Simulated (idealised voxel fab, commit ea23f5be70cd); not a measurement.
The following process module bears the name voxel wiring stack.
The width of the displayed cross-section, cut, is 250 nm; its cells are square, with a size of 5 nm.
Just so we're on the same page, the cross-sections are grids of square cells, and they're listed out in bands top to bottom, each band one or more rows deep. The entry gives the band's vertical extent as a top height and a bottom height in nm, then its horizontal make-up as materials from left to right, each with a width in nm. "air" stands for empty space; a single material marked "full width" fills the band edge to edge. For the purposes of this specification, 0 denotes the height below which the wafer in its as-received condition is composed wholly of one material, and the lowermost band, lacking a lower limit, extends downward without end, as expressed in "0..down". Width spec "30 to 40" -> top row of cells at first value, bottom row at second value, equal per-row change in between. Where the words "nothing altered" appear for a step, the cross-section shows no cell changed by that step; every cell remained as before. This entry, "Sealed void list", enumerates those empty regions of no fewer than 8 cells that possess no open connection to the top. Each region is reported in the form width x height at distance, the distance being taken from the left edge, with all three quantities expressed in nm. If you see something after the settings on a step's line, that's the simulator's own remark about that step. The optional step-line setting "overlay nm" applies to steps with a mask and quantifies how far to the right of its planned location the mask lay, a negative value indicating leftward placement.
-- The planned process steps are enumerated hereunder
1,RECEIVE,material Si
2,CONFORMAL_DEP,material SiO2,thk nm 10
3,CONFORMAL_DEP,material SiCN,thk nm 5
4,DIRECTIONAL_DEP,material lowk,thk nm 15
5,DIRECTIONAL_DEP,material aC,thk nm 15
6,PATTERN,tone open,mask id METAL_1,material resist,width nm 20,pitch nm 40,thk nm 35,overlay nm 0
7,DIRECTIONAL_ETCH,etch materials aC,depth nm 15
8,STRIP,etch materials resist
9,DIRECTIONAL_ETCH,etch materials lowk,depth nm 15
10,DIRECTIONAL_ETCH,etch materials SiCN,depth nm 5
11,STRIP,etch materials aC
12,CONFORMAL_DEP,material TiN,thk nm 5
13,FILL_DEP,material W,thk nm 5
14,CMP,height nm 30
15,CONFORMAL_DEP,material SiCN,thk nm 5
16,DIRECTIONAL_DEP,material SiO2,thk nm 10
17,DIRECTIONAL_DEP,material aC,thk nm 10
18,PATTERN,tone open,mask id PLUG_1,material resist,width nm 15,pitch nm 40,thk nm 30,overlay nm 0
19,DIRECTIONAL_ETCH,etch materials aC,depth nm 10
20,STRIP,etch materials resist
21,DIRECTIONAL_ETCH,etch materials SiO2,depth nm 10
22,DIRECTIONAL_ETCH,etch materials SiCN,depth nm 5
23,STRIP,etch materials aC
24,CONFORMAL_DEP,material TiN,thk nm 5
25,FILL_DEP,material Cu,thk nm 10
26,CMP,height nm 45
27,CONFORMAL_DEP,material SiCN,thk nm 5
28,DIRECTIONAL_DEP,material SiO2,thk nm 15
29,DIRECTIONAL_DEP,material aC,thk nm 15
30,PATTERN,tone open,mask id METAL_2,material resist,width nm 20,pitch nm 40,thk nm 35,overlay nm 0
31,DIRECTIONAL_ETCH,etch materials aC,depth nm 15
32,STRIP,etch materials resist
33,DIRECTIONAL_ETCH,etch materials SiO2,depth nm 15
34,DIRECTIONAL_ETCH,etch materials SiCN,depth nm 5
35,STRIP,etch materials aC
36,CONFORMAL_DEP,material TiN,thk nm 5
37,FILL_DEP,material Ru,thk nm 5
38,CMP,height nm 65
39,CONFORMAL_DEP,material SiCN,thk nm 5
40,DIRECTIONAL_DEP,material lowk,thk nm 35
41,DIRECTIONAL_DEP,material aC,thk nm 10
42,PATTERN,tone open,mask id METAL_3_HOLES,material resist,width nm 15,pitch nm 40,thk nm 25,overlay nm 0
43,DIRECTIONAL_ETCH,etch materials aC,depth nm 10
44,STRIP,etch materials resist
45,DIRECTIONAL_ETCH,etch materials lowk,depth nm 35
46,STRIP,etch materials aC
47,PATTERN,tone open,mask id METAL_3,material resist,width nm 20,pitch nm 40,thk nm 20,overlay nm 0
48,DIRECTIONAL_ETCH,etch materials lowk,depth nm 20
49,DIRECTIONAL_ETCH,etch materials SiCN,depth nm 5
50,STRIP,etch materials resist
51,CONFORMAL_DEP,material TiN,thk nm 5
52,FILL_DEP,material Cu,thk nm 5
53,CMP,height nm 105
54,CONFORMAL_DEP,material SiN,thk nm 5
-- Cross-section of the wafer at receipt, which is the condition after step 1
- 0..down: Si full width
- Sealed void list: none
-- End-of-module XS, first of two wafers, run as planned
- 110..105: SiN full width
- 105..90: 75 of lowk | 5 of TiN | 10 of Cu | 5 of TiN | 20 of lowk | 5 of TiN | 10 of Cu | 5 of TiN | 20 of lowk | 5 of TiN | 10 of Cu | 5 of TiN | 75 of lowk
- 90..85: 75 of lowk | 5 of TiN | 5 of Cu | 10 of TiN | 20 of lowk | 5 of TiN | 5 of Cu | 10 of TiN | 20 of lowk | 5 of TiN | 5 of Cu | 10 of TiN | 75 of lowk
- 85..70: 75 of lowk | 5 of TiN | 5 of Cu | 5 of TiN | 25 of lowk | 5 of TiN | 5 of Cu | 5 of TiN | 25 of lowk | 5 of TiN | 5 of Cu | 5 of TiN | 80 of lowk
- 70..65: 75 of SiCN | 15 of TiN | 25 of SiCN | 15 of TiN | 25 of SiCN | 15 of TiN | 80 of SiCN
- 65..50: 75 of SiO2 | 5 of TiN | 10 of Ru | 5 of TiN | 20 of SiO2 | 5 of TiN | 10 of Ru | 5 of TiN | 20 of SiO2 | 5 of TiN | 10 of Ru | 5 of TiN | 75 of SiO2
- 50..45: 75 of SiCN | 20 of TiN | 20 of SiCN | 20 of TiN | 20 of SiCN | 20 of TiN | 75 of SiCN
- 45..35: 75 of SiO2 | 5 of TiN | 5 of Cu | 5 of TiN | 25 of SiO2 | 5 of TiN | 5 of Cu | 5 of TiN | 25 of SiO2 | 5 of TiN | 5 of Cu | 5 of TiN | 80 of SiO2
- 35..30: 75 of SiCN | 15 of TiN | 25 of SiCN | 15 of TiN | 25 of SiCN | 15 of TiN | 80 of SiCN
- 30..15: 75 of lowk | 5 of TiN | 10 of W | 5 of TiN | 20 of lowk | 5 of TiN | 10 of W | 5 of TiN | 20 of lowk | 5 of TiN | 10 of W | 5 of TiN | 75 of lowk
- 15..10: 75 of SiCN | 20 of TiN | 20 of SiCN | 20 of TiN | 20 of SiCN | 20 of TiN | 75 of SiCN
- 10..0: SiO2 full width
- 0..down: Si full width
- Sealed void list: none
-- Cross-sectional view of the second of two wafers upon completion of the module. This wafer shared its starting condition and process plan with the first; one error was made during its execution
- 110..105: SiN full width
- 105..90: 75 of lowk | 5 of TiN | 10 of Cu | 5 of TiN | 20 of lowk | 5 of TiN | 10 of Cu | 5 of TiN | 20 of lowk | 5 of TiN | 10 of Cu | 5 of TiN | 75 of lowk
- 90..85: 75 of lowk | 5 of TiN | 5 of Cu | 10 of TiN | 20 of lowk | 5 of TiN | 5 of Cu | 10 of TiN | 20 of lowk | 5 of TiN | 5 of Cu | 10 of TiN | 75 of lowk
- 85..70: 75 of lowk | 5 of TiN | 5 of Cu | 5 of TiN | 25 of lowk | 5 of TiN | 5 of Cu | 5 of TiN | 25 of lowk | 5 of TiN | 5 of Cu | 5 of TiN | 80 of lowk
- 70..65: 75 of SiCN | 15 of TiN | 25 of SiCN | 15 of TiN | 25 of SiCN | 15 of TiN | 80 of SiCN
- 65..50: 75 of SiO2 | 5 of TiN | 10 of Ru | 5 of TiN | 20 of SiO2 | 5 of TiN | 10 of Ru | 5 of TiN | 20 of SiO2 | 5 of TiN | 10 of Ru | 5 of TiN | 75 of SiO2
- 50..45: 75 of SiCN | 20 of TiN | 20 of SiCN | 20 of TiN | 20 of SiCN | 20 of TiN | 75 of SiCN
- 45..35: 75 of SiO2 | 5 of TiN | 5 of Cu | 5 of TiN | 25 of SiO2 | 5 of TiN | 5 of Cu | 5 of TiN | 25 of SiO2 | 5 of TiN | 5 of Cu | 5 of TiN | 80 of SiO2
- 35..30: 75 of SiCN | 15 of TiN | 25 of SiCN | 15 of TiN | 25 of SiCN | 15 of TiN | 80 of SiCN
- 30..25: 80 of TiN | 10 of W | 30 of TiN | 10 of W | 30 of TiN | 10 of W | 80 of TiN
- 25..10: 75 of lowk | 5 of TiN | 10 of W | 5 of TiN | 20 of lowk | 5 of TiN | 10 of W | 5 of TiN | 20 of lowk | 5 of TiN | 10 of W | 5 of TiN | 75 of lowk
- 10..5: 75 of SiCN | 20 of TiN | 20 of SiCN | 20 of TiN | 20 of SiCN | 20 of TiN | 75 of SiCN
- 5..0: SiO2 full width
- 0..down: Si full width
- Sealed void list: none
The plan and the run diverged here: planned and actual differ for step 2; actual: CONFORMAL_DEP,material SiO2,thk nm 5
It is noted that, at the conclusion of processing, the second wafer exhibits a higher or lower cell count for certain materials relative to the first: 50 fewer of SiO2, 44 more of TiN, 6 more of W
